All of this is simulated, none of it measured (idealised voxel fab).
The process module presented herein is designated voxel transistor to metal.
Cross-section cut spans 175 nm and uses square cells 5 nm in size.
The cross-sections in this document take the form of a grid made of square cells. They are written out as bands, in order from top to bottom. Each band consists of one or more rows of cells. Band entry format. Leading values: height of top, height of bottom, nm. Remainder: materials in left-to-right order, each with its width in nm. Special words: "throughout" on a single material, which then fills the band edge to edge; "blank", empty space. The level at which height equals 0 is the one under which the wafer, as it arrives, is entirely one material. No lower edge exists for the bottom band, which continues downward and is notated as in "0 -> down". You'd read "30->40" like this: the band's top row of cells is as wide as the first number, its bottom row is as wide as the second, and going down, every row changes width by the same amount as the row before did. Where the words "no alteration" appear for a step, the cross-section shows no cell changed by that step; every cell remained as before. The entry titled "Enclosed internal voids" provides the empty spaces that have no open way to the top, restricted to those of 8 cells or more. Each is presented as width x height at distance, the distance being measured from the left edge, with all three in nm. On each step's line, the part that comes after the settings is the simulator's own comment on the step. Regarding "overlay nm": on a step with a mask, it is the distance the mask lay to the right of its planned place; a negative value places it to the left. Reading key. Pairs: pre-step and post-step cross-section, one process step apart; post-step view only to lowest changed band. Step between + settings: beneath pair. Runs: pairs may be from different runs of this module, same starting wafer. Continuation from pair above: only where "Pre-step view" entry says.

Pre-step view:
- 45 -> 40 = SiCN (15) | blank (150) | SiCN (10)
- 40 -> 30 = SiCN throughout
- 30 -> 25 = polySi (15) | SiCN (150) | polySi (10)
- 25 -> 0 = polySi throughout
- 0 -> -5 = SiO2 (15) | polySi (150) | SiO2 (10)
- -5 -> -10 = SiO2 throughout
- -10 -> -30 = SiO2 (20) | Si (140) | SiO2 (15)
- -30 -> down = Si throughout
- Enclosed internal voids: none

State After Step:
- 65 -> 45 = blank (70) | resist (35) | blank (70)
- 45 -> 40 = SiCN (15) | blank (55) | resist (35) | blank (60) | SiCN (10)
- Rest of section, below 40: as before.
- Enclosed internal voids: none
Going from one cross-section above to the next, the wafer undergoes PATTERN | tone cover | mask id GATE | material resist | width nm 35 | thk nm 20 | overlay nm 0

Pre-step view: it's just the after picture from the pair right above this one.

State After Step:
- 65 -> 40 = blank (70) | resist (35) | blank (70)
- 40 -> 30 = blank (70) | SiCN (35) | blank (70)
- 30 -> 25 = polySi (15) | blank (55) | SiCN (35) | blank (60) | polySi (10)
- Rest of section, below 25: as before.
- Enclosed internal voids: none
Going from one cross-section above to the next, the wafer undergoes DIRECTIONAL_ETCH | etch materials SiCN | depth nm 25

Pre-step view: it's just the after picture from the pair right above this one.

State After Step:
- 65 -> 40 = blank (70) | resist (35) | blank (70)
- 40 -> 25 = blank (70) | SiCN (35) | blank (70)
- 25 -> 0 = blank (70) | polySi (35) | blank (70)
- 0 -> -5 = SiO2 (15) | blank (55) | polySi (35) | blank (60) | SiO2 (10)
- Rest of section, below -5: as before.
- Enclosed internal voids: none
Going from one cross-section above to the next, the wafer undergoes DIRECTIONAL_ETCH | etch materials polySi | depth nm 40

Pre-step view: it's just the after picture from the pair right above this one.

State After Step:
- 40 -> 25 = blank (70) | SiCN (35) | blank (70)
- Rest of section, below 25: as before.
- Enclosed internal voids: none
Going from one cross-section above to the next, the wafer undergoes STRIP | etch materials resist

Pre-step view: it's just the after picture from the pair right above this one.

State After Step:
- 45 -> 40 = blank (65) | SiO2 (45) | blank (65)
- 40 -> 25 = blank (65) | SiO2 (5) | SiCN (35) | SiO2 (5) | blank (65)
- 25 -> 5 = blank (65) | SiO2 (5) | polySi (35) | SiO2 (5) | blank (65)
- 5 -> 0 = SiO2 (20) | blank (45) | SiO2 (5) | polySi (35) | SiO2 (5) | blank (50) | SiO2 (15)
- 0 -> -5 = SiO2 (70) | polySi (35) | SiO2 (70)
- Rest of section, below -5: as before.
- Enclosed internal voids: none
Going from one cross-section above to the next, the wafer undergoes CONFORMAL_DEP | material SiO2 | thk nm 5

Pre-step view: it's just the after picture from the pair right above this one.

State After Step:
- 40 -> 25 = blank (65) | SiO2 (5) | SiCN (35) | SiO2 (5) | blank (65)
- 25 -> 0 = blank (65) | SiO2 (5) | polySi (35) | SiO2 (5) | blank (65)
- 0 -> -5 = SiO2 (20) | blank (45) | SiO2 (5) | polySi (35) | SiO2 (5) | blank (50) | SiO2 (15)
- Rest of section, below -5: as before.
- Enclosed internal voids: none
Going from one cross-section above to the next, the wafer undergoes DIRECTIONAL_ETCH | etch materials SiO2 | depth nm 5

Pre-step view: it's just the after picture from the pair right above this one.

State After Step:
- 50 -> 40 = blank (55) | SiN (65) | blank (55)
- 40 -> 25 = blank (55) | SiN (10) | SiO2 (5) | SiCN (35) | SiO2 (5) | SiN (10) | blank (55)
- 25 -> 10 = blank (55) | SiN (10) | SiO2 (5) | polySi (35) | SiO2 (5) | SiN (10) | blank (55)
- 10 -> 5 = SiN (30) | blank (25) | SiN (10) | SiO2 (5) | polySi (35) | SiO2 (5) | SiN (10) | blank (30) | SiN (25)
- 5 -> 0 = SiN (65) | SiO2 (5) | polySi (35) | SiO2 (5) | SiN (65)
- 0 -> -5 = SiO2 (20) | SiN (45) | SiO2 (5) | polySi (35) | SiO2 (5) | SiN (50) | SiO2 (15)
- Rest of section, below -5: as before.
- Enclosed internal voids: none
Going from one cross-section above to the next, the wafer undergoes CONFORMAL_DEP | material SiN | thk nm 10

Pre-step view: it's just the after picture from the pair right above this one.

State After Step:
- 40 -> 25 = blank (55) | SiN (10) | SiO2 (5) | SiCN (35) | SiO2 (5) | SiN (10) | blank (55)
- 25 -> 0 = blank (55) | SiN (10) | SiO2 (5) | polySi (35) | SiO2 (5) | SiN (10) | blank (55)
- 0 -> -5 = SiO2 (20) | SiN (10) | blank (25) | SiN (10) | SiO2 (5) | polySi (35) | SiO2 (5) | SiN (10) | blank (30) | SiN (10) | SiO2 (15)
- Rest of section, below -5: as before.
- Enclosed internal voids: none
Going from one cross-section above to the next, the wafer undergoes DIRECTIONAL_ETCH | etch materials SiN | depth nm 10

Pre-step view: it's just the after picture from the pair right above this one.

State After Step:
- 40 -> 35 = blank (55) | SiN (10) | blank (5) | SiCN (35) | blank (5) | SiN (10) | blank (55)
- 35 -> 25 = blank (55) | SiN (10) | SiO2 (5) | SiCN (35) | SiO2 (5) | SiN (10) | blank (55)
- 25 -> 0 = blank (55) | SiN (10) | SiO2 (5) | polySi (35) | SiO2 (5) | SiN (10) | blank (55)
- 0 -> -5 = blank (20) | SiN (10) | blank (25) | SiN (10) | SiO2 (5) | polySi (35) | SiO2 (5) | SiN (10) | blank (30) | SiN (10) | blank (15)
- -5 -> -10 = SiO2 (30) | blank (25) | SiO2 (65) | blank (30) | SiO2 (25)
- Rest of section, below -10: as before.
- Enclosed internal voids: none
Going from one cross-section above to the next, the wafer undergoes DIRECTIONAL_ETCH | etch materials SiO2 | depth nm 5

Pre-step view: it's just the after picture from the pair right above this one.

State After Step:
- 40 -> 35 = blank (55) | SiN (10) | blank (5) | SiCN (35) | blank (5) | SiN (10) | blank (55)
- 35 -> 25 = blank (55) | SiN (10) | SiO2 (5) | SiCN (35) | SiO2 (5) | SiN (10) | blank (55)
- 25 -> 0 = blank (55) | SiN (10) | SiO2 (5) | polySi (35) | SiO2 (5) | SiN (10) | blank (55)
- 0 -> -5 = blank (20) | SiN (10) | blank (25) | SiN (10) | SiO2 (5) | polySi (35) | SiO2 (5) | SiN (10) | blank (30) | SiN (10) | blank (15)
- -5 -> -10 = SiO2 (30) | blank (25) | SiO2 (65) | blank (30) | SiO2 (25)
- -10 -> -25 = SiO2 (20) | Si (10) | blank (25) | Si (65) | blank (30) | Si (10) | SiO2 (15)
- Rest of section, below -25: as before.
- Enclosed internal voids: none
Going from one cross-section above to the next, the wafer undergoes DIRECTIONAL_ETCH | etch materials Si | depth nm 15

Pre-step view: it's just the after picture from the pair right above this one.

State After Step:
- 40 -> 35 = blank (55) | SiN (10) | blank (5) | SiCN (35) | blank (5) | SiN (10) | blank (55)
- 35 -> 25 = blank (55) | SiN (10) | SiO2 (5) | SiCN (35) | SiO2 (5) | SiN (10) | blank (55)
- 25 -> 5 = blank (55) | SiN (10) | SiO2 (5) | polySi (35) | SiO2 (5) | SiN (10) | blank (55)
- 5 -> 0 = blank (25) | nSi (30) | SiN (10) | SiO2 (5) | polySi (35) | SiO2 (5) | SiN (10) | nSi (35) | blank (20)
- 0 -> -5 = blank (20) | SiN (10) | nSi (25) | SiN (10) | SiO2 (5) | polySi (35) | SiO2 (5) | SiN (10) | nSi (30) | SiN (10) | blank (15)
- -5 -> -10 = SiO2 (30) | nSi (25) | SiO2 (65) | nSi (30) | SiO2 (25)
- -10 -> -25 = SiO2 (20) | Si (10) | nSi (25) | Si (65) | nSi (30) | Si (10) | SiO2 (15)
- Rest of section, below -25: as before.
- Enclosed internal voids: none
Going from one cross-section above to the next, the wafer undergoes EPI | material nSi | thk nm 15

Pre-step view: it's just the after picture from the pair right above this one.

State After Step:
- 45 -> 40 = SiO2 throughout
- 40 -> 25 = SiO2 (55) | SiN (10) | SiO2 (5) | SiCN (35) | SiO2 (5) | SiN (10) | SiO2 (55)
- 25 -> 5 = SiO2 (55) | SiN (10) | SiO2 (5) | polySi (35) | SiO2 (5) | SiN (10) | SiO2 (55)
- 5 -> 0 = SiO2 (25) | nSi (30) | SiN (10) | SiO2 (5) | polySi (35) | SiO2 (5) | SiN (10) | nSi (35) | SiO2 (20)
- 0 -> -5 = SiO2 (20) | SiN (10) | nSi (25) | SiN (10) | SiO2 (5) | polySi (35) | SiO2 (5) | SiN (10) | nSi (30) | SiN (10) | SiO2 (15)
- Rest of section, below -5: as before.
- Enclosed internal voids: none
Going from one cross-section above to the next, the wafer undergoes FILL_DEP | material SiO2 | thk nm 5

Pre-step view: it's just the after picture from the pair right above this one.

State After Step:
- 25 -> 5 = SiO2 (55) | SiN (10) | SiO2 (5) | polySi (35) | SiO2 (5) | SiN (10) | SiO2 (55)
- Rest of section, below 5: as before.
- Enclosed internal voids: none
Going from one cross-section above to the next, the wafer undergoes CMP | height nm 25

Pre-step view: it's just the after picture from the pair right above this one.

State After Step:
- 25 -> 5 = SiO2 (55) | SiN (10) | SiO2 (5) | blank (35) | SiO2 (5) | SiN (10) | SiO2 (55)
- 5 -> 0 = SiO2 (25) | nSi (30) | SiN (10) | SiO2 (5) | blank (35) | SiO2 (5) | SiN (10) | nSi (35) | SiO2 (20)
- 0 -> -5 = SiO2 (20) | SiN (10) | nSi (25) | SiN (10) | SiO2 (5) | blank (35) | SiO2 (5) | SiN (10) | nSi (30) | SiN (10) | SiO2 (15)
- Rest of section, below -5: as before.
- Enclosed internal voids: none
Going from one cross-section above to the next, the wafer undergoes STRIP | etch materials polySi

Pre-step view: it's just the after picture from the pair right above this one.

State After Step:
- 25 -> 20 = blank (55) | SiN (10) | blank (45) | SiN (10) | blank (55)
- 20 -> 5 = SiO2 (55) | SiN (10) | blank (45) | SiN (10) | SiO2 (55)
- 5 -> 0 = SiO2 (25) | nSi (30) | SiN (10) | blank (45) | SiN (10) | nSi (35) | SiO2 (20)
- 0 -> -5 = SiO2 (20) | SiN (10) | nSi (25) | SiN (10) | blank (45) | SiN (10) | nSi (30) | SiN (10) | SiO2 (15)
- -5 -> -10 = SiO2 (30) | nSi (25) | SiO2 (10) | blank (45) | SiO2 (10) | nSi (30) | SiO2 (25)
- Rest of section, below -10: as before.
- Enclosed internal voids: none
Going from one cross-section above to the next, the wafer undergoes SELECTIVE_ETCH | etch materials SiO2 | depth nm 5

Pre-step view: it's just the after picture from the pair right above this one.

State After Step:
- 30 -> 25 = blank (50) | HfO2 (20) | blank (35) | HfO2 (20) | blank (50)
- 25 -> 20 = HfO2 (55) | SiN (10) | HfO2 (5) | blank (35) | HfO2 (5) | SiN (10) | HfO2 (55)
- 20 -> 5 = SiO2 (55) | SiN (10) | HfO2 (5) | blank (35) | HfO2 (5) | SiN (10) | SiO2 (55)
- 5 -> 0 = SiO2 (25) | nSi (30) | SiN (10) | HfO2 (5) | blank (35) | HfO2 (5) | SiN (10) | nSi (35) | SiO2 (20)
- 0 -> -5 = SiO2 (20) | SiN (10) | nSi (25) | SiN (10) | HfO2 (5) | blank (35) | HfO2 (5) | SiN (10) | nSi (30) | SiN (10) | SiO2 (15)
- -5 -> -10 = SiO2 (30) | nSi (25) | SiO2 (10) | HfO2 (45) | SiO2 (10) | nSi (30) | SiO2 (25)
- Rest of section, below -10: as before.
- Enclosed internal voids: none
Going from one cross-section above to the next, the wafer undergoes CONFORMAL_DEP | material HfO2 | thk nm 5

Pre-step view: it's just the after picture from the pair right above this one.

State After Step:
- 35 -> 30 = blank (45) | TiN (30) | blank (25) | TiN (30) | blank (45)
- 30 -> 25 = TiN (50) | HfO2 (20) | TiN (5) | blank (25) | TiN (5) | HfO2 (20) | TiN (50)
- 25 -> 20 = HfO2 (55) | SiN (10) | HfO2 (5) | TiN (5) | blank (25) | TiN (5) | HfO2 (5) | SiN (10) | HfO2 (55)
- 20 -> 5 = SiO2 (55) | SiN (10) | HfO2 (5) | TiN (5) | blank (25) | TiN (5) | HfO2 (5) | SiN (10) | SiO2 (55)
- 5 -> 0 = SiO2 (25) | nSi (30) | SiN (10) | HfO2 (5) | TiN (5) | blank (25) | TiN (5) | HfO2 (5) | SiN (10) | nSi (35) | SiO2 (20)
- 0 -> -5 = SiO2 (20) | SiN (10) | nSi (25) | SiN (10) | HfO2 (5) | TiN (35) | HfO2 (5) | SiN (10) | nSi (30) | SiN (10) | SiO2 (15)
- Rest of section, below -5: as before.
- Enclosed internal voids: none
Going from one cross-section above to the next, the wafer undergoes CONFORMAL_DEP | material TiN | thk nm 5

Pre-step view: it's just the after picture from the pair right above this one.

State After Step:
- 40 -> 35 = W throughout
- 35 -> 30 = W (45) | TiN (30) | W (25) | TiN (30) | W (45)
- 30 -> 25 = TiN (50) | HfO2 (20) | TiN (5) | W (25) | TiN (5) | HfO2 (20) | TiN (50)
- 25 -> 20 = HfO2 (55) | SiN (10) | HfO2 (5) | TiN (5) | W (25) | TiN (5) | HfO2 (5) | SiN (10) | HfO2 (55)
- 20 -> 5 = SiO2 (55) | SiN (10) | HfO2 (5) | TiN (5) | W (25) | TiN (5) | HfO2 (5) | SiN (10) | SiO2 (55)
- 5 -> 0 = SiO2 (25) | nSi (30) | SiN (10) | HfO2 (5) | TiN (5) | W (25) | TiN (5) | HfO2 (5) | SiN (10) | nSi (35) | SiO2 (20)
- Rest of section, below 0: as before.
- Enclosed internal voids: none
Going from one cross-section above to the next, the wafer undergoes FILL_DEP | material W | thk nm 5

Pre-step view: it's just the after picture from the pair right above this one.

State After Step:
- 20 -> 5 = SiO2 (55) | SiN (10) | HfO2 (5) | TiN (5) | W (25) | TiN (5) | HfO2 (5) | SiN (10) | SiO2 (55)
- Rest of section, below 5: as before.
- Enclosed internal voids: none
Going from one cross-section above to the next, the wafer undergoes CMP | height nm 20

Pre-step view: it's just the after picture from the pair right above this one.

State After Step:
- 30 -> 20 = SiO2 throughout
- Rest of section, below 20: as before.
- Enclosed internal voids: none
Going from one cross-section above to the next, the wafer undergoes DIRECTIONAL_DEP | material SiO2 | thk nm 10

Pre-step view: it's just the after picture from the pair right above this one.

State After Step:
- 30 -> 20 = SiO2 (30) | blank (20) | SiO2 (75) | blank (20) | SiO2 (30)
- 20 -> 5 = SiO2 (30) | blank (20) | SiO2 (5) | SiN (10) | HfO2 (5) | TiN (5) | W (25) | TiN (5) | HfO2 (5) | SiN (10) | SiO2 (5) | blank (20) | SiO2 (30)
- Rest of section, below 5: as before.
- Enclosed internal voids: none
Going from one cross-section above to the next, the wafer undergoes MASKED_ETCH | tone open | mask id CONTACT | width nm 20 | pitch nm 95 | etch materials SiO2 | depth nm 25 | overlay nm 0

Pre-step view: it's just the after picture from the pair right above this one.

State After Step:
- 35 -> 30 = TiN (35) | blank (10) | TiN (85) | blank (10) | TiN (35)
- 30 -> 20 = SiO2 (30) | TiN (5) | blank (10) | TiN (5) | SiO2 (75) | TiN (5) | blank (10) | TiN (5) | SiO2 (30)
- 20 -> 10 = SiO2 (30) | TiN (5) | blank (10) | TiN (5) | SiO2 (5) | SiN (10) | HfO2 (5) | TiN (5) | W (25) | TiN (5) | HfO2 (5) | SiN (10) | SiO2 (5) | TiN (5) | blank (10) | TiN (5) | SiO2 (30)
- 10 -> 5 = SiO2 (30) | TiN (20) | SiO2 (5) | SiN (10) | HfO2 (5) | TiN (5) | W (25) | TiN (5) | HfO2 (5) | SiN (10) | SiO2 (5) | TiN (20) | SiO2 (30)
- Rest of section, below 5: as before.
- Enclosed internal voids: none
Going from one cross-section above to the next, the wafer undergoes CONFORMAL_DEP | material TiN | thk nm 5

Pre-step view: it's just the after picture from the pair right above this one.

State After Step:
- 45 -> 35 = W throughout
- 35 -> 30 = TiN (35) | W (10) | TiN (85) | W (10) | TiN (35)
- 30 -> 20 = SiO2 (30) | TiN (5) | W (10) | TiN (5) | SiO2 (75) | TiN (5) | W (10) | TiN (5) | SiO2 (30)
- 20 -> 10 = SiO2 (30) | TiN (5) | W (10) | TiN (5) | SiO2 (5) | SiN (10) | HfO2 (5) | TiN (5) | W (25) | TiN (5) | HfO2 (5) | SiN (10) | SiO2 (5) | TiN (5) | W (10) | TiN (5) | SiO2 (30)
- Rest of section, below 10: as before.
- Enclosed internal voids: none
Going from one cross-section above to the next, the wafer undergoes FILL_DEP | material W | thk nm 10

Pre-step view: it's just the after picture from the pair right above this one.

State After Step:
- 30 -> 20 = SiO2 (30) | TiN (5) | W (10) | TiN (5) | SiO2 (75) | TiN (5) | W (10) | TiN (5) | SiO2 (30)
- Rest of section, below 20: as before.
- Enclosed internal voids: none
Going from one cross-section above to the next, the wafer undergoes CMP | height nm 30

Pre-step view: it's just the after picture from the pair right above this one.

State After Step:
- 35 -> 30 = TiN throughout
- Rest of section, below 30: as before.
- Enclosed internal voids: none
Going from one cross-section above to the next, the wafer undergoes DIRECTIONAL_DEP | material TiN | thk nm 5

Pre-step view: it's just the after picture from the pair right above this one.

State After Step:
- 50 -> 35 = W throughout
- Rest of section, below 35: as before.
- Enclosed internal voids: none
Going from one cross-section above to the next, the wafer undergoes DIRECTIONAL_DEP | material W | thk nm 15

Pre-step view: it's just the after picture from the pair right above this one.

State After Step:
- 60 -> 50 = aC throughout
- Rest of section, below 50: as before.
- Enclosed internal voids: none
Going from one cross-section above to the next, the wafer undergoes DIRECTIONAL_DEP | material aC | thk nm 10

Pre-step view: it's just the after picture from the pair right above this one.

State After Step:
- 90 -> 60 = blank (30) | resist (20) | blank (75) | resist (20) | blank (30)
- Rest of section, below 60: as before.
- Enclosed internal voids: none
Going from one cross-section above to the next, the wafer undergoes PATTERN | tone cover | mask id METAL_1 | material resist | width nm 20 | pitch nm 95 | thk nm 30 | overlay nm 0

Pre-step view: it's just the after picture from the pair right above this one.

State After Step:
- 80 -> 60 = blank (30) | resist (20) | blank (75) | resist (20) | blank (30)
- 60 -> 50 = blank (30) | aC (20) | blank (75) | aC (20) | blank (30)
- Rest of section, below 50: as before.
- Enclosed internal voids: none
Going from one cross-section above to the next, the wafer undergoes DIRECTIONAL_ETCH | etch materials aC | depth nm 10

Pre-step view: it's just the after picture from the pair right above this one.

State After Step:
- 60 -> 50 = blank (30) | aC (20) | blank (75) | aC (20) | blank (30)
- Rest of section, below 50: as before.
- Enclosed internal voids: none
Going from one cross-section above to the next, the wafer undergoes STRIP | etch materials resist

Pre-step view: it's just the after picture from the pair right above this one.

State After Step:
- 60 -> 50 = blank (30) | aC (20) | blank (75) | aC (20) | blank (30)
- 50 -> 35 = blank (30) | W (20) | blank (75) | W (20) | blank (30)
- Rest of section, below 35: as before.
- Enclosed internal voids: none
Going from one cross-section above to the next, the wafer undergoes DIRECTIONAL_ETCH | etch materials W | depth nm 15

Pre-step view: it's just the after picture from the pair right above this one.

State After Step:
- 60 -> 50 = blank (30) | aC (20) | blank (75) | aC (20) | blank (30)
- 50 -> 35 = blank (30) | W (20) | blank (75) | W (20) | blank (30)
- 35 -> 30 = blank (30) | TiN (20) | blank (75) | TiN (20) | blank (30)
- Rest of section, below 30: as before.
- Enclosed internal voids: none
Going from one cross-section above to the next, the wafer undergoes DIRECTIONAL_ETCH | etch materials TiN | depth nm 5

Pre-step view: it's just the after picture from the pair right above this one.

State After Step:
- 50 -> 35 = blank (30) | W (20) | blank (75) | W (20) | blank (30)
- Rest of section, below 35: as before.
- Enclosed internal voids: none
Going from one cross-section above to the next, the wafer undergoes STRIP | etch materials aC

Pre-step view: it's just the after picture from the pair right above this one.

State After Step:
- 55 -> 50 = blank (25) | SiCN (30) | blank (65) | SiCN (30) | blank (25)
- 50 -> 35 = blank (25) | SiCN (5) | W (20) | SiCN (5) | blank (65) | SiCN (5) | W (20) | SiCN (5) | blank (25)
- 35 -> 30 = SiCN (30) | TiN (20) | SiCN (75) | TiN (20) | SiCN (30)
- Rest of section, below 30: as before.
- Enclosed internal voids: none
Going from one cross-section above to the next, the wafer undergoes CONFORMAL_DEP | material SiCN | thk nm 5

Pre-step view: it's just the after picture from the pair right above this one.

State After Step:
- 65 -> 55 = lowk throughout
- 55 -> 50 = lowk (25) | SiCN (30) | lowk (65) | SiCN (30) | lowk (25)
- 50 -> 35 = lowk (25) | SiCN (5) | W (20) | SiCN (5) | lowk (65) | SiCN (5) | W (20) | SiCN (5) | lowk (25)
- Rest of section, below 35: as before.
- Enclosed internal voids: none
Going from one cross-section above to the next, the wafer undergoes FILL_DEP | material lowk | thk nm 10

Pre-step view: it's just the after picture from the pair right above this one.

State After Step:
- 50 -> 35 = lowk (25) | SiCN (5) | W (20) | SiCN (5) | lowk (65) | SiCN (5) | W (20) | SiCN (5) | lowk (25)
- Rest of section, below 35: as before.
- Enclosed internal voids: none
Going from one cross-section above to the next, the wafer undergoes CMP | height nm 50

Pre-step view: it's just the after picture from the pair right above this one.

State After Step:
- 55 -> 50 = SiCN throughout
- Rest of section, below 50: as before.
- Enclosed internal voids: none
Going from one cross-section above to the next, the wafer undergoes CONFORMAL_DEP | material SiCN | thk nm 5

Pre-step view:
- 15 -> 0 = SiN throughout
- 0 -> -5 = SiO2 throughout
- -5 -> down = Si throughout
- Enclosed internal voids: none

State After Step:
- 35 -> 15 = blank (25) | resist (135) | blank (15)
- Rest of section, below 15: as before.
- Enclosed internal voids: none
Going from one cross-section above to the next, the wafer undergoes PATTERN | tone cover | mask id ACTIVE | material resist | width nm 135 | thk nm 20 | overlay nm 5

Pre-step view: it's just the after picture from the pair right above this one.

State After Step:
- 35 -> 15 = blank (25) | resist (135) | blank (15)
- 15 -> 0 = blank (25) | SiN (135) | blank (15)
- Rest of section, below 0: as before.
- Enclosed internal voids: none
Going from one cross-section above to the next, the wafer undergoes DIRECTIONAL_ETCH | etch materials SiN | depth nm 15

Pre-step view: it's just the after picture from the pair right above this one.

State After Step:
- 35 -> 15 = blank (25) | resist (135) | blank (15)
- 15 -> 0 = blank (25) | SiN (135) | blank (15)
- 0 -> -5 = blank (25) | SiO2 (135) | blank (15)
- Rest of section, below -5: as before.
- Enclosed internal voids: none
Going from one cross-section above to the next, the wafer undergoes DIRECTIONAL_ETCH | etch materials SiO2 | depth nm 5

Pre-step view: it's just the after picture from the pair right above this one.

State After Step:
- 35 -> 15 = blank (25) | resist (135) | blank (15)
- 15 -> 0 = blank (25) | SiN (135) | blank (15)
- 0 -> -5 = blank (25) | SiO2 (135) | blank (15)
- -5 -> -30 = blank (25) | Si (135) | blank (15)
- Rest of section, below -30: as before.
- Enclosed internal voids: none
Going from one cross-section above to the next, the wafer undergoes DIRECTIONAL_ETCH | etch materials Si | depth nm 25

Pre-step view: it's just the after picture from the pair right above this one.

State After Step:
- 15 -> 0 = blank (25) | SiN (135) | blank (15)
- Rest of section, below 0: as before.
- Enclosed internal voids: none
Going from one cross-section above to the next, the wafer undergoes STRIP | etch materials resist

Pre-step view: it's just the after picture from the pair right above this one.

State After Step:
- 30 -> 15 = SiO2 throughout
- 15 -> 0 = SiO2 (25) | SiN (135) | SiO2 (15)
- 0 -> -5 = SiO2 throughout
- -5 -> -30 = SiO2 (25) | Si (135) | SiO2 (15)
- Rest of section, below -30: as before.
- Enclosed internal voids: none
Going from one cross-section above to the next, the wafer undergoes FILL_DEP | material SiO2 | thk nm 15

Pre-step view: it's just the after picture from the pair right above this one.

State After Step:
- 15 -> 0 = SiO2 (25) | SiN (135) | SiO2 (15)
- Rest of section, below 0: as before.
- Enclosed internal voids: none
Going from one cross-section above to the next, the wafer undergoes CMP | height nm 15

Pre-step view: it's just the after picture from the pair right above this one.

State After Step:
- 15 -> 5 = blank (25) | SiN (135) | blank (15)
- Rest of section, below 5: as before.
- Enclosed internal voids: none
Going from one cross-section above to the next, the wafer undergoes SELECTIVE_ETCH | etch materials SiO2 | depth nm 10

Pre-step view: it's just the after picture from the pair right above this one.

State After Step:
- 5 -> 0 = SiO2 (25) | blank (135) | SiO2 (15)
- Rest of section, below 0: as before.
- Enclosed internal voids: none
Going from one cross-section above to the next, the wafer undergoes STRIP | etch materials SiN

Pre-step view: it's just the after picture from the pair right above this one.

State After Step:
- 0 -> -5 = SiO2 (20) | blank (145) | SiO2 (10)
- Rest of section, below -5: as before.
- Enclosed internal voids: none
Going from one cross-section above to the next, the wafer undergoes SELECTIVE_ETCH | etch materials SiO2 | depth nm 5

Pre-step view: it's just the after picture from the pair right above this one.

State After Step:
- 0 -> -5 = SiO2 (20) | blank (145) | SiO2 (10)
- -5 -> -10 = SiO2 throughout
- Rest of section, below -10: as before.
- Enclosed internal voids: none
Going from one cross-section above to the next, the wafer undergoes OXIDIZE | depth nm 5

Pre-step view: it's just the after picture from the pair right above this one.

State After Step:
- 30 -> 25 = polySi (20) | blank (145) | polySi (10)
- 25 -> 0 = polySi throughout
- 0 -> -5 = SiO2 (20) | polySi (145) | SiO2 (10)
- Rest of section, below -5: as before.
- Enclosed internal voids: none
Going from one cross-section above to the next, the wafer undergoes DIRECTIONAL_DEP | material polySi | thk nm 30

Pre-step view: it's just the after picture from the pair right above this one.

State After Step:
- 45 -> 40 = SiCN (20) | blank (145) | SiCN (10)
- 40 -> 30 = SiCN throughout
- 30 -> 25 = polySi (20) | SiCN (145) | polySi (10)
- Rest of section, below 25: as before.
- Enclosed internal voids: none
Going from one cross-section above to the next, the wafer undergoes DIRECTIONAL_DEP | material SiCN | thk nm 15

Pre-step view: it's just the after picture from the pair right above this one.

State After Step:
- 65 -> 45 = blank (70) | resist (35) | blank (70)
- 45 -> 40 = SiCN (20) | blank (50) | resist (35) | blank (60) | SiCN (10)
- Rest of section, below 40: as before.
- Enclosed internal voids: none
Going from one cross-section above to the next, the wafer undergoes PATTERN | tone cover | mask id GATE | material resist | width nm 35 | thk nm 20 | overlay nm 0

Pre-step view: it's just the after picture from the pair right above this one.

State After Step:
- 65 -> 40 = blank (70) | resist (35) | blank (70)
- 40 -> 30 = blank (70) | SiCN (35) | blank (70)
- 30 -> 25 = polySi (20) | blank (50) | SiCN (35) | blank (60) | polySi (10)
- Rest of section, below 25: as before.
- Enclosed internal voids: none
Going from one cross-section above to the next, the wafer undergoes DIRECTIONAL_ETCH | etch materials SiCN | depth nm 25

Pre-step view: it's just the after picture from the pair right above this one.

State After Step:
- 65 -> 40 = blank (70) | resist (35) | blank (70)
- 40 -> 25 = blank (70) | SiCN (35) | blank (70)
- 25 -> 0 = blank (70) | polySi (35) | blank (70)
- 0 -> -5 = SiO2 (20) | blank (50) | polySi (35) | blank (60) | SiO2 (10)
- Rest of section, below -5: as before.
- Enclosed internal voids: none
Going from one cross-section above to the next, the wafer undergoes DIRECTIONAL_ETCH | etch materials polySi | depth nm 40

Pre-step view: it's just the after picture from the pair right above this one.

State After Step:
- 40 -> 25 = blank (70) | SiCN (35) | blank (70)
- Rest of section, below 25: as before.
- Enclosed internal voids: none
Going from one cross-section above to the next, the wafer undergoes STRIP | etch materials resist

Pre-step view: it's just the after picture from the pair right above this one.

State After Step:
- 45 -> 40 = blank (65) | SiO2 (45) | blank (65)
- 40 -> 25 = blank (65) | SiO2 (5) | SiCN (35) | SiO2 (5) | blank (65)
- 25 -> 5 = blank (65) | SiO2 (5) | polySi (35) | SiO2 (5) | blank (65)
- 5 -> 0 = SiO2 (25) | blank (40) | SiO2 (5) | polySi (35) | SiO2 (5) | blank (50) | SiO2 (15)
- 0 -> -5 = SiO2 (70) | polySi (35) | SiO2 (70)
- Rest of section, below -5: as before.
- Enclosed internal voids: none
Going from one cross-section above to the next, the wafer undergoes CONFORMAL_DEP | material SiO2 | thk nm 5

Pre-step view: it's just the after picture from the pair right above this one.

State After Step:
- 40 -> 25 = blank (65) | SiO2 (5) | SiCN (35) | SiO2 (5) | blank (65)
- 25 -> 0 = blank (65) | SiO2 (5) | polySi (35) | SiO2 (5) | blank (65)
- 0 -> -5 = SiO2 (25) | blank (40) | SiO2 (5) | polySi (35) | SiO2 (5) | blank (50) | SiO2 (15)
- Rest of section, below -5: as before.
- Enclosed internal voids: none
Going from one cross-section above to the next, the wafer undergoes DIRECTIONAL_ETCH | etch materials SiO2 | depth nm 5

Pre-step view: it's just the after picture from the pair right above this one.

State After Step:
- 50 -> 40 = blank (55) | SiN (65) | blank (55)
- 40 -> 25 = blank (55) | SiN (10) | SiO2 (5) | SiCN (35) | SiO2 (5) | SiN (10) | blank (55)
- 25 -> 10 = blank (55) | SiN (10) | SiO2 (5) | polySi (35) | SiO2 (5) | SiN (10) | blank (55)
- 10 -> 5 = SiN (35) | blank (20) | SiN (10) | SiO2 (5) | polySi (35) | SiO2 (5) | SiN (10) | blank (30) | SiN (25)
- 5 -> 0 = SiN (65) | SiO2 (5) | polySi (35) | SiO2 (5) | SiN (65)
- 0 -> -5 = SiO2 (25) | SiN (40) | SiO2 (5) | polySi (35) | SiO2 (5) | SiN (50) | SiO2 (15)
- Rest of section, below -5: as before.
- Enclosed internal voids: none
Going from one cross-section above to the next, the wafer undergoes CONFORMAL_DEP | material SiN | thk nm 10
